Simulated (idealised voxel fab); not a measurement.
Process module heading - voxel capacitor over wiring
cross-section cut | 220 nm wide | cells 5 nm
Cross-section layout: square cells on a grid; listed as bands, top to bottom; a band spans one or more cell rows.
Read a band's entry like this: the first values are the height of its top and the height of its bottom in nm, and what follows is the sequence of materials from left to right, each with its width in nm. Note that "empty" is empty space, and that a single material marked "full width" reaches across the band from edge to edge.
Heights are expressed relative to 0, this being the level below which the as-received wafer comprises one material exclusively. The lowest band is unbounded in the downward direction and is denoted as in "0 down".
Quick explanation for "30..40": the width changes in equal steps down the rows of cells, from the first number in the band's top row to the second number in its bottom row.
Basically "changes: none" means that step didn't change any cell in the cross-section.
Heads up: "Sealed voids" only lists the empty pockets with no open path to the top that are 8 cells or more, and it writes them as width x height at distance, distance from the left edge, in nm.
It should be noted that, on the line of a given step, the content following the step's settings is a remark produced by the simulator itself with respect to that step.
If you see "overlay nm" on a step's line and that step has a mask, it's telling you how far right of where it was planned the mask ended up; a negative number means it went left instead.
-- Planned step list for the process
| 1 | RECEIVE, material Si |
| 2 | CONFORMAL_DEP, material SiO2, thk nm 15 |
| 3 | DIRECTIONAL_DEP, material TiN, thk nm 5 |
| 4 | DIRECTIONAL_DEP, material W, thk nm 15 |
| 5 | DIRECTIONAL_DEP, material aC, thk nm 15 |
| 6 | PATTERN, tone cover, mask id METAL_1, material resist, width nm 30, pitch nm 90, thk nm 30, overlay nm 0 |
| 7 | DIRECTIONAL_ETCH, etch materials aC, depth nm 15 |
| 8 | STRIP, etch materials resist |
| 9 | DIRECTIONAL_ETCH, etch materials W, depth nm 15 |
| 10 | DIRECTIONAL_ETCH, etch materials TiN, depth nm 5 |
| 11 | STRIP, etch materials aC |
| 12 | CONFORMAL_DEP, material SiN, thk nm 5 |
| 13 | FILL_DEP, material SiO2, thk nm 5 |
| 14 | CMP, height nm 35 |
| 15 | CONFORMAL_DEP, material SiCN, thk nm 5 |
| 16 | DIRECTIONAL_DEP, material SiO2, thk nm 15 |
| 17 | PATTERN, tone open, mask id PLUG_1, material resist, width nm 15, thk nm 15, overlay nm 0 |
| 18 | DIRECTIONAL_ETCH, etch materials SiO2, depth nm 15 |
| 19 | DIRECTIONAL_ETCH, etch materials SiCN, depth nm 5 |
| 20 | STRIP, etch materials resist |
| 21 | CONFORMAL_DEP, material TiN, thk nm 5 |
| 22 | FILL_DEP, material Cu, thk nm 10 |
| 23 | CMP, height nm 55 |
| 24 | DIRECTIONAL_DEP, material TiN, thk nm 10 |
| 25 | DIRECTIONAL_DEP, material Al2O3, thk nm 5 |
| 26 | DIRECTIONAL_DEP, material TiN, thk nm 5 |
| 27 | PATTERN, tone cover, mask id UPPER_PLATE, material resist, width nm 65, thk nm 15, overlay nm -15 |
| 28 | DIRECTIONAL_ETCH, etch materials TiN, depth nm 5 |
| 29 | DIRECTIONAL_ETCH, etch materials Al2O3, depth nm 5 |
| 30 | STRIP, etch materials resist |
| 31 | DIRECTIONAL_DEP, material aC, thk nm 10 |
| 32 | PATTERN, tone cover, mask id LOWER_PLATE, material resist, width nm 75, thk nm 25, overlay nm 0 |
| 33 | DIRECTIONAL_ETCH, etch materials aC, depth nm 10 |
| 34 | STRIP, etch materials resist |
| 35 | DIRECTIONAL_ETCH, etch materials TiN, depth nm 10 |
| 36 | STRIP, etch materials aC |
| 37 | FILL_DEP, material SiO2, thk nm 20 |
| 38 | CMP, height nm 90 |
| 39 | MASKED_ETCH, tone open, mask id PLUG_2, width nm 15, etch materials SiO2, depth nm 15, overlay nm 0 |
| 40 | CONFORMAL_DEP, material TiN, thk nm 5 |
| 41 | FILL_DEP, material W, thk nm 5 |
| 42 | CMP, height nm 90 |
| 43 | CONFORMAL_DEP, material SiCN, thk nm 5 |
Keep in mind the plan's value for the overlay nm of step 27 comes from the first wafer; the wafers don't share that setting, but they do share the same starting point.
-- Cut through the first of several wafers as received, post step 1
  0 down = Si full width
  Sealed voids: none
-- Post step 43, the closing step of the module: first of several wafers, cross-sectioned
  95 to 90 = SiCN full width
  90 to 80 = SiO2 75 nm; TiN 5 nm; W 5 nm; TiN 5 nm; SiO2 130 nm
  80 to 70 = SiO2 75..60 nm; TiN 15..55 nm; SiO2 130..105 nm
  70 to 65 = SiO2 50 nm; Al2O3 65 nm; SiO2 105 nm
  65 to 55 = SiO2 50 nm; TiN 85 nm; SiO2 85 nm
  55 to 40 = SiO2 65 nm; TiN 5 nm; Cu 5 nm; TiN 5 nm; SiO2 140 nm
  40 to 35 = SiCN 65 nm; TiN 15 nm; SiCN 140 nm
  35 to 20 = SiO2 45 nm; SiN 5 nm; W 30 nm; SiN 5 nm; SiO2 50 nm; SiN 5 nm; W 30 nm; SiN 5 nm; SiO2 45 nm
  20 to 15 = SiN 50 nm; TiN 30 nm; SiN 60 nm; TiN 30 nm; SiN 50 nm
  15 to 0 = SiO2 full width
  0 down = Si full width
  Sealed voids: none
-- So this is the cross-section on the last wafer at the end of the module
  95 to 90 = SiCN full width
  90 to 80 = SiO2 75 nm; TiN 5 nm; W 5 nm; TiN 5 nm; SiO2 130 nm
  80 to 70 = SiO2 75..80 nm; TiN 15..55 nm; SiO2 130..85 nm
  70 to 65 = SiO2 80 nm; Al2O3 65 nm; SiO2 75 nm
  65 to 55 = SiO2 60 nm; TiN 85 nm; SiO2 75 nm
  55 to 40 = SiO2 65 nm; TiN 5 nm; Cu 5 nm; TiN 5 nm; SiO2 140 nm
  40 to 35 = SiCN 65 nm; TiN 15 nm; SiCN 140 nm
  35 to 20 = SiO2 45 nm; SiN 5 nm; W 30 nm; SiN 5 nm; SiO2 50 nm; SiN 5 nm; W 30 nm; SiN 5 nm; SiO2 45 nm
  20 to 15 = SiN 50 nm; TiN 30 nm; SiN 60 nm; TiN 30 nm; SiN 50 nm
  15 to 0 = SiO2 full width
  0 down = Si full width
  Sealed voids: none
-- Per wafer (row), end of module: delta in cells per material since receipt, (+) for gained, (-) for lost; closed voids after that
overlay nm -15, +13 Al2O3, +3 Cu, +85 SiCN, +44 SiN, +580 SiO2, +73 TiN, +38 W, Sealed voids: none
overlay nm -10, +13 Al2O3, +3 Cu, +85 SiCN, +44 SiN, +581 SiO2, +72 TiN, +38 W, Sealed voids: none
overlay nm -5, +13 Al2O3, +3 Cu, +85 SiCN, +44 SiN, +582 SiO2, +71 TiN, +38 W, Sealed voids: none
overlay nm 0, +13 Al2O3, +3 Cu, +85 SiCN, +44 SiN, +582 SiO2, +71 TiN, +38 W, Sealed voids: none
overlay nm 5, +13 Al2O3, +3 Cu, +85 SiCN, +44 SiN, +582 SiO2, +71 TiN, +38 W, Sealed voids: none
overlay nm 10, +13 Al2O3, +3 Cu, +85 SiCN, +44 SiN, +581 SiO2, +72 TiN, +38 W, Sealed voids: none
overlay nm 15, +13 Al2O3, +3 Cu, +85 SiCN, +44 SiN, +580 SiO2, +73 TiN, +38 W, Sealed voids: none
